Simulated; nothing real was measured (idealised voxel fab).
Presented below is a process module, voxel capacitor over wiring.
Displayed cross-section: cut, width of 230 nm, square cells sized 5 nm.
A cross-section is a grid of square cells, given in bands from the top down. A band is one or more rows of cells.
Band: top and bottom heights (nm) first, top before bottom; then materials from left to right, widths in nm. "throughout" marks a sole material filling the band edge to edge. "empty" denotes empty space.
Heights are measured from 0, the level below which the as-received wafer is all one material; the lowest band has no bottom and continues downward, written as in "0 nm and below".
Per-row width for "30 to 40": begins at first number (top row of band), ends at second number (bottom row), increment between rows held constant.
You'll sometimes find "everything unchanged" written for a step, and that's the way of saying that nowhere in the cross-section did a cell change during that step.
In the "Trapped cavities" entry, you get each enclosed empty space of 8 cells or more, one with no open way to the top, written width x height at distance, distance from the left edge, in nm.
Formally, on a step line, whatever follows the settings is a remark that the simulator itself makes on the step.
The "overlay nm" setting may appear on a step's line; for a step that uses a mask, it gives how far to the right of its planned position the mask lay, and a negative value indicates the left.
[Planned step list for the process]
step 1: RECEIVE | material Si
step 2: CONFORMAL_DEP | material SiO2 | thk nm 10
step 3: CONFORMAL_DEP | material SiCN | thk nm 5
step 4: DIRECTIONAL_DEP | material SiO2 | thk nm 20
step 5: DIRECTIONAL_DEP | material aC | thk nm 10
step 6: PATTERN | tone open | mask id METAL_1 | material resist | width nm 25 | pitch nm 95 | thk nm 25 | overlay nm 0
step 7: DIRECTIONAL_ETCH | etch materials aC | depth nm 10
step 8: STRIP | etch materials resist
step 9: DIRECTIONAL_ETCH | etch materials SiO2 | depth nm 20
step 10: DIRECTIONAL_ETCH | etch materials SiCN | depth nm 5
step 11: STRIP | etch materials aC
step 12: CONFORMAL_DEP | material TiN | thk nm 5
step 13: FILL_DEP | material Cu | thk nm 10
step 14: CMP | height nm 35
step 15: CONFORMAL_DEP | material SiCN | thk nm 5
step 16: DIRECTIONAL_DEP | material SiO2 | thk nm 10
step 17: PATTERN | tone open | mask id PLUG_1 | material resist | width nm 15 | thk nm 15 | overlay nm 0
step 18: DIRECTIONAL_ETCH | etch materials SiO2 | depth nm 10
step 19: DIRECTIONAL_ETCH | etch materials SiCN | depth nm 5
step 20: STRIP | etch materials resist
step 21: CONFORMAL_DEP | material TiN | thk nm 5
step 22: FILL_DEP | material Cu | thk nm 10
step 23: CMP | height nm 50
step 24: DIRECTIONAL_DEP | material TiN | thk nm 5
step 25: DIRECTIONAL_DEP | material SiN | thk nm 5
step 26: DIRECTIONAL_DEP | material TiN | thk nm 5
step 27: MASKED_ETCH | tone cover | mask id UPPER_PLATE | width nm 75 | etch materials TiN | depth nm 5 | overlay nm 0
step 28: MASKED_ETCH | tone cover | mask id UPPER_PLATE | width nm 75 | etch materials SiN | depth nm 5 | overlay nm 0
step 29: DIRECTIONAL_DEP | material aC | thk nm 10
step 30: PATTERN | tone cover | mask id LOWER_PLATE | material resist | width nm 85 | thk nm 25 | overlay nm 0
step 31: DIRECTIONAL_ETCH | etch materials aC | depth nm 10
step 32: STRIP | etch materials resist
step 33: DIRECTIONAL_ETCH | etch materials TiN | depth nm 5
step 34: STRIP | etch materials aC
step 35: FILL_DEP | material SiO2 | thk nm 15
step 36: CMP | height nm 75
step 37: DIRECTIONAL_DEP | material aC | thk nm 15
step 38: PATTERN | tone open | mask id PLUG_2 | material resist | width nm 15 | thk nm 30 | overlay nm 0
step 39: DIRECTIONAL_ETCH | etch materials aC | depth nm 15
step 40: STRIP | etch materials resist
step 41: DIRECTIONAL_ETCH | etch materials SiO2 | depth nm 10
step 42: STRIP | etch materials aC
step 43: CONFORMAL_DEP | material TiN | thk nm 5
step 44: FILL_DEP | material W | thk nm 10
step 45: CMP | height nm 75
step 46: CONFORMAL_DEP | material SiN | thk nm 5
[What follows covers the first of two wafers; it ran as planned]
[Received-state cross-section, reflecting completion of step 1]
0 nm and below = Si throughout
Trapped cavities: none
[Upon completion of step 2, the wafer appears in cross-section as shown]
10 nm to 0 nm = SiO2 throughout
Rest of section, below 0: as before.
[Upon completion of step 3, the wafer appears in cross-section as shown]
15 nm to 10 nm = SiCN throughout
Rest of section, below 10: as before.
[Upon completion of step 4, the wafer appears in cross-section as shown]
35 nm to 15 nm = SiO2 throughout
Rest of section, below 15: as before.
[Upon completion of step 5, the wafer appears in cross-section as shown]
45 nm to 35 nm = aC throughout
Rest of section, below 35: as before.
[Upon completion of step 6, the wafer appears in cross-section as shown]
70 nm to 45 nm = resist 55 / empty 25 / resist 70 / empty 25 / resist 55
Rest of section, below 45: as before.
[Upon completion of step 7, the wafer appears in cross-section as shown]
60 nm to 45 nm = resist 55 / empty 25 / resist 70 / empty 25 / resist 55
45 nm to 35 nm = aC 55 / empty 25 / aC 70 / empty 25 / aC 55
Rest of section, below 35: as before.
[Upon completion of step 8, the wafer appears in cross-section as shown]
45 nm to 35 nm = aC 55 / empty 25 / aC 70 / empty 25 / aC 55
Rest of section, below 35: as before.
[Upon completion of step 9, the wafer appears in cross-section as shown]
45 nm to 35 nm = aC 55 / empty 25 / aC 70 / empty 25 / aC 55
35 nm to 15 nm = SiO2 55 / empty 25 / SiO2 70 / empty 25 / SiO2 55
Rest of section, below 15: as before.
[Upon completion of step 10, the wafer appears in cross-section as shown]
45 nm to 35 nm = aC 55 / empty 25 / aC 70 / empty 25 / aC 55
35 nm to 15 nm = SiO2 55 / empty 25 / SiO2 70 / empty 25 / SiO2 55
15 nm to 10 nm = SiCN 55 / empty 25 / SiCN 70 / empty 25 / SiCN 55
Rest of section, below 10: as before.
[Upon completion of step 11, the wafer appears in cross-section as shown]
35 nm to 15 nm = SiO2 55 / empty 25 / SiO2 70 / empty 25 / SiO2 55
Rest of section, below 15: as before.
[Upon completion of step 12, the wafer appears in cross-section as shown]
40 nm to 35 nm = TiN 60 / empty 15 / TiN 80 / empty 15 / TiN 60
35 nm to 15 nm = SiO2 55 / TiN 5 / empty 15 / TiN 5 / SiO2 70 / TiN 5 / empty 15 / TiN 5 / SiO2 55
15 nm to 10 nm = SiCN 55 / TiN 25 / SiCN 70 / TiN 25 / SiCN 55
Rest of section, below 10: as before.
[Upon completion of step 13, the wafer appears in cross-section as shown]
50 nm to 40 nm = Cu throughout
40 nm to 35 nm = TiN 60 / Cu 15 / TiN 80 / Cu 15 / TiN 60
35 nm to 15 nm = SiO2 55 / TiN 5 / Cu 15 / TiN 5 / SiO2 70 / TiN 5 / Cu 15 / TiN 5 / SiO2 55
Rest of section, below 15: as before.
[Upon completion of step 14, the wafer appears in cross-section as shown]
35 nm to 15 nm = SiO2 55 / TiN 5 / Cu 15 / TiN 5 / SiO2 70 / TiN 5 / Cu 15 / TiN 5 / SiO2 55
Rest of section, below 15: as before.
[Upon completion of step 15, the wafer appears in cross-section as shown]
40 nm to 35 nm = SiCN throughout
Rest of section, below 35: as before.
[Upon completion of step 16, the wafer appears in cross-section as shown]
50 nm to 40 nm = SiO2 throughout
Rest of section, below 40: as before.
[Upon completion of step 17, the wafer appears in cross-section as shown]
65 nm to 50 nm = resist 65 / empty 15 / resist 150
Rest of section, below 50: as before.
[Upon completion of step 18, the wafer appears in cross-section as shown]
65 nm to 50 nm = resist 65 / empty 15 / resist 150
50 nm to 40 nm = SiO2 65 / empty 15 / SiO2 150
Rest of section, below 40: as before.
[Upon completion of step 19, the wafer appears in cross-section as shown]
65 nm to 50 nm = resist 65 / empty 15 / resist 150
50 nm to 40 nm = SiO2 65 / empty 15 / SiO2 150
40 nm to 35 nm = SiCN 65 / empty 15 / SiCN 150
Rest of section, below 35: as before.
[Upon completion of step 20, the wafer appears in cross-section as shown]
50 nm to 40 nm = SiO2 65 / empty 15 / SiO2 150
Rest of section, below 40: as before.
[Upon completion of step 21, the wafer appears in cross-section as shown]
55 nm to 50 nm = TiN 70 / empty 5 / TiN 155
50 nm to 40 nm = SiO2 65 / TiN 5 / empty 5 / TiN 5 / SiO2 150
40 nm to 35 nm = SiCN 65 / TiN 15 / SiCN 150
Rest of section, below 35: as before.
[Upon completion of step 22, the wafer appears in cross-section as shown]
65 nm to 55 nm = Cu throughout
55 nm to 50 nm = TiN 70 / Cu 5 / TiN 155
50 nm to 40 nm = SiO2 65 / TiN 5 / Cu 5 / TiN 5 / SiO2 150
Rest of section, below 40: as before.
[Upon completion of step 23, the wafer appears in cross-section as shown]
50 nm to 40 nm = SiO2 65 / TiN 5 / Cu 5 / TiN 5 / SiO2 150
Rest of section, below 40: as before.
[Upon completion of step 24, the wafer appears in cross-section as shown]
55 nm to 50 nm = TiN throughout
Rest of section, below 50: as before.
[Upon completion of step 25, the wafer appears in cross-section as shown]
60 nm to 55 nm = SiN throughout
Rest of section, below 55: as before.
[Upon completion of step 26, the wafer appears in cross-section as shown]
65 nm to 60 nm = TiN throughout
Rest of section, below 60: as before.
[Upon completion of step 27, the wafer appears in cross-section as shown]
65 nm to 60 nm = empty 65 / TiN 75 / empty 90
Rest of section, below 60: as before.
[Upon completion of step 28, the wafer appears in cross-section as shown]
65 nm to 60 nm = empty 65 / TiN 75 / empty 90
60 nm to 55 nm = empty 65 / SiN 75 / empty 90
Rest of section, below 55: as before.
[Upon completion of step 29, the wafer appears in cross-section as shown]
75 nm to 65 nm = empty 65 / aC 75 / empty 90
65 nm to 60 nm = aC 65 / TiN 75 / aC 90
60 nm to 55 nm = aC 65 / SiN 75 / aC 90
Rest of section, below 55: as before.
[Upon completion of step 30, the wafer appears in cross-section as shown]
100 nm to 75 nm = empty 60 / resist 85 / empty 85
75 nm to 65 nm = empty 60 / resist 5 / aC 75 / resist 5 / empty 85
Rest of section, below 65: as before.
[Upon completion of step 31, the wafer appears in cross-section as shown]
90 nm to 75 nm = empty 60 / resist 85 / empty 85
75 nm to 65 nm = empty 60 / resist 5 / aC 75 / resist 5 / empty 85
65 nm to 60 nm = empty 60 / aC 5 / TiN 75 / aC 5 / empty 85
60 nm to 55 nm = empty 60 / aC 5 / SiN 75 / aC 5 / empty 85
Rest of section, below 55: as before.
[Upon completion of step 32, the wafer appears in cross-section as shown]
75 nm to 65 nm = empty 65 / aC 75 / empty 90
Rest of section, below 65: as before.
[Upon completion of step 33, the wafer appears in cross-section as shown]
75 nm to 65 nm = empty 65 / aC 75 / empty 90
65 nm to 60 nm = empty 60 / aC 5 / TiN 75 / aC 5 / empty 85
60 nm to 55 nm = empty 60 / aC 5 / SiN 75 / aC 5 / empty 85
55 nm to 50 nm = empty 60 / TiN 85 / empty 85
Rest of section, below 50: as before.
[Upon completion of step 34, the wafer appears in cross-section as shown]
65 nm to 60 nm = empty 65 / TiN 75 / empty 90
60 nm to 55 nm = empty 65 / SiN 75 / empty 90
Rest of section, below 55: as before.
[Upon completion of step 35, the wafer appears in cross-section as shown]
80 nm to 65 nm = SiO2 throughout
65 nm to 60 nm = SiO2 65 / TiN 75 / SiO2 90
60 nm to 55 nm = SiO2 65 / SiN 75 / SiO2 90
55 nm to 50 nm = SiO2 60 / TiN 85 / SiO2 85
Rest of section, below 50: as before.
[Upon completion of step 36, the wafer appears in cross-section as shown]
75 nm to 65 nm = SiO2 throughout
Rest of section, below 65: as before.
[Upon completion of step 37, the wafer appears in cross-section as shown]
90 nm to 75 nm = aC throughout
Rest of section, below 75: as before.
[Upon completion of step 38, the wafer appears in cross-section as shown]
120 nm to 90 nm = resist 75 / empty 15 / resist 140
Rest of section, below 90: as before.
[Upon completion of step 39, the wafer appears in cross-section as shown]
105 nm to 90 nm = resist 75 / empty 15 / resist 140
90 nm to 75 nm = aC 75 / empty 15 / aC 140
Rest of section, below 75: as before.
[Upon completion of step 40, the wafer appears in cross-section as shown]
90 nm to 75 nm = aC 75 / empty 15 / aC 140
Rest of section, below 75: as before.
[Upon completion of step 41, the wafer appears in cross-section as shown]
90 nm to 75 nm = aC 75 / empty 15 / aC 140
75 nm to 65 nm = SiO2 75 / empty 15 / SiO2 140
Rest of section, below 65: as before.
[Upon completion of step 42, the wafer appears in cross-section as shown]
75 nm to 65 nm = SiO2 75 / empty 15 / SiO2 140
Rest of section, below 65: as before.
[Upon completion of step 43, the wafer appears in cross-section as shown]
80 nm to 75 nm = TiN 80 / empty 5 / TiN 145
75 nm to 70 nm = SiO2 75 / TiN 5 / empty 5 / TiN 5 / SiO2 140
70 nm to 60 nm = SiO2 75 to 65 / TiN 15 to 75 / SiO2 140 to 90
Rest of section, below 60: as before.
[Upon completion of step 44, the wafer appears in cross-section as shown]
90 nm to 80 nm = W throughout
80 nm to 75 nm = TiN 80 / W 5 / TiN 145
75 nm to 70 nm = SiO2 75 / TiN 5 / W 5 / TiN 5 / SiO2 140
Rest of section, below 70: as before.
[Upon completion of step 45, the wafer appears in cross-section as shown]
75 nm to 70 nm = SiO2 75 / TiN 5 / W 5 / TiN 5 / SiO2 140
Rest of section, below 70: as before.
[Upon completion of step 46, the wafer appears in cross-section as shown]
80 nm to 75 nm = SiN throughout
Rest of section, below 75: as before.
[The Second Wafer: Common Origin and Plan, One Mistake in Execution, Identical to the First Through Step 21]
[At the planned end of step 22, the second wafer in cross-section]
65 nm to 55 nm = SiO2 throughout
55 nm to 50 nm = TiN 70 / SiO2 5 / TiN 155
50 nm to 40 nm = SiO2 65 / TiN 5 / SiO2 5 / TiN 5 / SiO2 150
Rest of section, below 40: as before.
[At the planned end of step 23, the second wafer in cross-section]
50 nm to 40 nm = SiO2 65 / TiN 5 / SiO2 5 / TiN 5 / SiO2 150
Rest of section, below 40: as before.
[At the planned end of step 24, the second wafer in cross-section]
55 nm to 50 nm = TiN throughout
Rest of section, below 50: as before.
[At the planned end of step 25, the second wafer in cross-section]
60 nm to 55 nm = SiN throughout
Rest of section, below 55: as before.
[At the planned end of step 26, the second wafer in cross-section]
65 nm to 60 nm = TiN throughout
Rest of section, below 60: as before.
[At the planned end of step 27, the second wafer in cross-section]
65 nm to 60 nm = empty 65 / TiN 75 / empty 90
Rest of section, below 60: as before.
[At the planned end of step 28, the second wafer in cross-section]
65 nm to 60 nm = empty 65 / TiN 75 / empty 90
60 nm to 55 nm = empty 65 / SiN 75 / empty 90
Rest of section, below 55: as before.
[At the planned end of step 29, the second wafer in cross-section]
75 nm to 65 nm = empty 65 / aC 75 / empty 90
65 nm to 60 nm = aC 65 / TiN 75 / aC 90
60 nm to 55 nm = aC 65 / SiN 75 / aC 90
Rest of section, below 55: as before.
[At the planned end of step 30, the second wafer in cross-section]
100 nm to 75 nm = empty 60 / resist 85 / empty 85
75 nm to 65 nm = empty 60 / resist 5 / aC 75 / resist 5 / empty 85
Rest of section, below 65: as before.
[At the planned end of step 31, the second wafer in cross-section]
90 nm to 75 nm = empty 60 / resist 85 / empty 85
75 nm to 65 nm = empty 60 / resist 5 / aC 75 / resist 5 / empty 85
65 nm to 60 nm = empty 60 / aC 5 / TiN 75 / aC 5 / empty 85
60 nm to 55 nm = empty 60 / aC 5 / SiN 75 / aC 5 / empty 85
Rest of section, below 55: as before.
[At the planned end of step 32, the second wafer in cross-section]
75 nm to 65 nm = empty 65 / aC 75 / empty 90
Rest of section, below 65: as before.
[At the planned end of step 33, the second wafer in cross-section]
75 nm to 65 nm = empty 65 / aC 75 / empty 90
65 nm to 60 nm = empty 60 / aC 5 / TiN 75 / aC 5 / empty 85
60 nm to 55 nm = empty 60 / aC 5 / SiN 75 / aC 5 / empty 85
55 nm to 50 nm = empty 60 / TiN 85 / empty 85
Rest of section, below 50: as before.
[At the planned end of step 34, the second wafer in cross-section]
65 nm to 60 nm = empty 65 / TiN 75 / empty 90
60 nm to 55 nm = empty 65 / SiN 75 / empty 90
Rest of section, below 55: as before.
[At the planned end of step 35, the second wafer in cross-section]
80 nm to 65 nm = SiO2 throughout
65 nm to 60 nm = SiO2 65 / TiN 75 / SiO2 90
60 nm to 55 nm = SiO2 65 / SiN 75 / SiO2 90
55 nm to 50 nm = SiO2 60 / TiN 85 / SiO2 85
Rest of section, below 50: as before.
[At the planned end of step 36, the second wafer in cross-section]
75 nm to 65 nm = SiO2 throughout
Rest of section, below 65: as before.
[At the planned end of step 37, the second wafer in cross-section]
90 nm to 75 nm = aC throughout
Rest of section, below 75: as before.
[At the planned end of step 38, the second wafer in cross-section]
120 nm to 90 nm = resist 75 / empty 15 / resist 140
Rest of section, below 90: as before.
[At the planned end of step 39, the second wafer in cross-section]
105 nm to 90 nm = resist 75 / empty 15 / resist 140
90 nm to 75 nm = aC 75 / empty 15 / aC 140
Rest of section, below 75: as before.
[At the planned end of step 40, the second wafer in cross-section]
90 nm to 75 nm = aC 75 / empty 15 / aC 140
Rest of section, below 75: as before.
[At the planned end of step 41, the second wafer in cross-section]
90 nm to 75 nm = aC 75 / empty 15 / aC 140
75 nm to 65 nm = SiO2 75 / empty 15 / SiO2 140
Rest of section, below 65: as before.
[At the planned end of step 42, the second wafer in cross-section]
75 nm to 65 nm = SiO2 75 / empty 15 / SiO2 140
Rest of section, below 65: as before.
[At the planned end of step 43, the second wafer in cross-section]
80 nm to 75 nm = TiN 80 / empty 5 / TiN 145
75 nm to 70 nm = SiO2 75 / TiN 5 / empty 5 / TiN 5 / SiO2 140
70 nm to 60 nm = SiO2 75 to 65 / TiN 15 to 75 / SiO2 140 to 90
Rest of section, below 60: as before.
[At the planned end of step 44, the second wafer in cross-section]
90 nm to 80 nm = W throughout
80 nm to 75 nm = TiN 80 / W 5 / TiN 145
75 nm to 70 nm = SiO2 75 / TiN 5 / W 5 / TiN 5 / SiO2 140
Rest of section, below 70: as before.
[At the planned end of step 45, the second wafer in cross-section]
75 nm to 70 nm = SiO2 75 / TiN 5 / W 5 / TiN 5 / SiO2 140
Rest of section, below 70: as before.
[At the planned end of step 46, the second wafer in cross-section]
80 nm to 75 nm = SiN throughout
Rest of section, below 75: as before.
So what did we get wrong on this run? in deviation from the planned setting, step 22 was conducted as FILL_DEP | material SiO2 | thk nm 10
Materials where the second wafer ends with more or fewer cells than the first: 2 fewer of Cu, 2 more of SiO2
